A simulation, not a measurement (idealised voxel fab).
Presented below is a process module, voxel transistor to metal.
Shown is cross-section cut, with a width of 300 nm and square cells of size 5 nm.
Square cells in a grid make up a cross-section in this document, and the grid is given as bands, listed from the top down, each one or more rows of cells. Each band's line starts with the height of the band's top and of its bottom, in nm. Then come its materials from left to right, each with its width in nm. One material with "all across" fills the band from edge to edge. "air" is empty space. Convention: height 0 is the level below which the wafer, as received, is all one material. The lowest band does not terminate at the bottom but continues downward, represented as "0 -> down". Graded width ("30->40"): value in top row of band = first number; value in bottom row = second number; row-to-row change constant. The designation "no modification", where it is given for a processing step, indicates that no cell of the cross-section was altered in the course of that step. So "Cavities, closed" is basically the list of trapped voids: any empty space of 8 cells or more that can't reach the top through an opening. They're written width x height at distance, the distance being from the left edge, and it's all nm. If you see something after the settings on a step's line, that's the simulator's own remark about that step. overlay nm: where the mask lay relative to plan, measured to the right, on steps with a mask; negatives go left.

SET OUT BELOW ARE THE PLANNED STEPS OF THE PROCESS
1,RECEIVE [material Si]
2,OXIDIZE [depth nm 5]
3,CONFORMAL_DEP [material SiN] [thk nm 15]
4,DIRECTIONAL_DEP [material aC] [thk nm 15]
5,PATTERN [tone cover] [mask id ACTIVE] [material resist] [width nm 95] [pitch nm 125] [thk nm 35] [overlay nm 0]
6,DIRECTIONAL_ETCH [etch materials aC] [depth nm 15]
7,STRIP [etch materials resist]
8,DIRECTIONAL_ETCH [etch materials SiN] [depth nm 15]
9,DIRECTIONAL_ETCH [etch materials SiO2] [depth nm 5]
10,DIRECTIONAL_ETCH [etch materials Si] [depth nm 30]
11,STRIP [etch materials aC]
12,FILL_DEP [material SiO2] [thk nm 15]
13,CMP [height nm 15]
14,SELECTIVE_ETCH [etch materials SiO2] [depth nm 10]
15,STRIP [etch materials SiN]
16,SELECTIVE_ETCH [etch materials SiO2] [depth nm 5]
17,OXIDIZE [depth nm 5]
18,DIRECTIONAL_DEP [material polySi] [thk nm 20]
19,DIRECTIONAL_DEP [material SiCN] [thk nm 15]
20,MASKED_ETCH [tone cover] [mask id GATE] [width nm 25] [pitch nm 125] [etch materials SiCN] [depth nm 25] [overlay nm 0]
21,MASKED_ETCH [tone cover] [mask id GATE] [width nm 25] [pitch nm 125] [etch materials polySi] [depth nm 30] [overlay nm 0]
22,CONFORMAL_DEP [material SiN] [thk nm 10]
23,DIRECTIONAL_ETCH [etch materials SiN] [depth nm 10]
24,DIRECTIONAL_ETCH [etch materials SiO2] [depth nm 5]
25,EPI [material nSi] [thk nm 5]
26,FILL_DEP [material SiO2] [thk nm 5]
27,CMP [height nm 15]
28,STRIP [etch materials polySi]
29,SELECTIVE_ETCH [etch materials SiO2] [depth nm 5]
30,CONFORMAL_DEP [material HfO2] [thk nm 5]
31,CONFORMAL_DEP [material TiN] [thk nm 5]
32,FILL_DEP [material W] [thk nm 5]
33,CMP [height nm 10]
34,DIRECTIONAL_DEP [material SiO2] [thk nm 10]
35,PATTERN [tone open] [mask id CONTACT] [material resist] [width nm 15] [thk nm 20] [overlay nm 0]
36,DIRECTIONAL_ETCH [etch materials SiO2] [depth nm 25]
37,STRIP [etch materials resist]
38,CONFORMAL_DEP [material TiN] [thk nm 5]
39,FILL_DEP [material Ru] [thk nm 10]
40,CMP [height nm 20]
41,CONFORMAL_DEP [material SiCN] [thk nm 5]
42,DIRECTIONAL_DEP [material lowk] [thk nm 20]
43,DIRECTIONAL_DEP [material aC] [thk nm 10]
44,PATTERN [tone open] [mask id METAL_1] [material resist] [width nm 15] [thk nm 30] [overlay nm 0]
45,DIRECTIONAL_ETCH [etch materials aC] [depth nm 10]
46,STRIP [etch materials resist]
47,DIRECTIONAL_ETCH [etch materials lowk] [depth nm 20]
48,DIRECTIONAL_ETCH [etch materials SiCN] [depth nm 5]
49,STRIP [etch materials aC]
50,CONFORMAL_DEP [material TiN] [thk nm 5]
51,FILL_DEP [material Ru] [thk nm 10]
52,CMP [height nm 45]
53,CONFORMAL_DEP [material SiCN] [thk nm 5]
54,DIRECTIONAL_DEP [material SiO2] [thk nm 30]
55,PATTERN [tone open] [mask id METAL_2] [material resist] [width nm 15] [pitch nm 125] [thk nm 15] [overlay nm 0]
56,DIRECTIONAL_ETCH [etch materials SiO2] [depth nm 15]
57,STRIP [etch materials resist]
58,PATTERN [tone open] [mask id METAL_2_HOLES] [material resist] [width nm 15] [pitch nm 125] [thk nm 20] [overlay nm 0]
59,DIRECTIONAL_ETCH [etch materials SiO2] [depth nm 15]
60,DIRECTIONAL_ETCH [etch materials SiCN] [depth nm 5]
61,STRIP [etch materials resist]
62,CONFORMAL_DEP [material TiN] [thk nm 5]
63,FILL_DEP [material Ru] [thk nm 10]
64,CMP [height nm 80]
65,CONFORMAL_DEP [material SiN] [thk nm 5]

WAFER AS RECEIVED: CROSS-SECTION FOLLOWING STEP 1
	0 -> down = Si all across
	Cavities, closed: none

A WAFER AT THE END: THIS START, THIS PLAN, ONE MISTAKE
	85 -> 80 = SiN all across
	80 -> 50 = SiO2=45 / TiN=5 / Ru=5 / TiN=5 / SiO2=110 / TiN=5 / Ru=5 / TiN=5 / SiO2=115
	50 -> 45 = SiCN=45 / TiN=15 / SiCN=110 / TiN=15 / SiCN=115
	45 -> 25 = lowk=45 / TiN=5 / Ru=5 / TiN=5 / lowk=55 / TiN=5 / Ru=5 / TiN=5 / lowk=40 / TiN=5 / Ru=5 / TiN=5 / lowk=55 / TiN=5 / Ru=5 / TiN=5 / lowk=45
	25 -> 20 = SiCN=45 / TiN=15 / SiCN=55 / TiN=15 / SiCN=40 / TiN=15 / SiCN=55 / TiN=15 / SiCN=45
	20 -> 10 = SiO2=45 / TiN=5 / Ru=5 / TiN=5 / SiO2=55 / TiN=5 / Ru=5 / TiN=5 / SiO2=40 / TiN=5 / Ru=5 / TiN=5 / SiO2=55 / TiN=5 / Ru=5 / TiN=5 / SiO2=45
	10 -> 5 = SiO2=45 / TiN=5 / Ru=5 / TiN=5 / SiO2=5 / SiN=10 / HfO2=5 / TiN=5 / W=5 / TiN=5 / HfO2=5 / SiN=10 / SiO2=5 / TiN=5 / Ru=5 / TiN=5 / SiO2=40 / TiN=5 / Ru=5 / TiN=5 / SiO2=5 / SiN=10 / HfO2=5 / TiN=5 / W=5 / TiN=5 / HfO2=5 / SiN=10 / SiO2=5 / TiN=5 / Ru=5 / TiN=5 / SiO2=45
	5 -> 0 = SiO2=45 / TiN=5 / Ru=5 / TiN=5 / SiO2=5 / SiN=10 / HfO2=5 / TiN=15 / HfO2=5 / SiN=10 / SiO2=5 / TiN=5 / Ru=5 / TiN=5 / SiO2=40 / TiN=5 / Ru=5 / TiN=5 / SiO2=5 / SiN=10 / HfO2=5 / TiN=15 / HfO2=5 / SiN=10 / SiO2=5 / TiN=5 / Ru=5 / TiN=5 / SiO2=45
	0 -> -5 = SiO2=35 / SiN=10 / TiN=15 / SiO2=10 / HfO2=35 / SiO2=10 / TiN=15 / SiN=10 / SiO2=20 / SiN=10 / TiN=15 / SiO2=10 / HfO2=35 / SiO2=10 / TiN=15 / SiN=10 / SiO2=35
	-5 -> -10 = nSi=35 / SiO2=105 / nSi=20 / SiO2=105 / nSi=35
	-10 -> -35 = Si=40 / SiO2=95 / Si=30 / SiO2=95 / Si=40
	-35 -> down = Si all across
	Cavities, closed: none
In executing the process, a mistake was made relative to the plan: contrary to plan, step 5 was performed as PATTERN [tone open] [mask id ACTIVE] [material resist] [width nm 95] [pitch nm 125] [thk nm 35] [overlay nm 0]
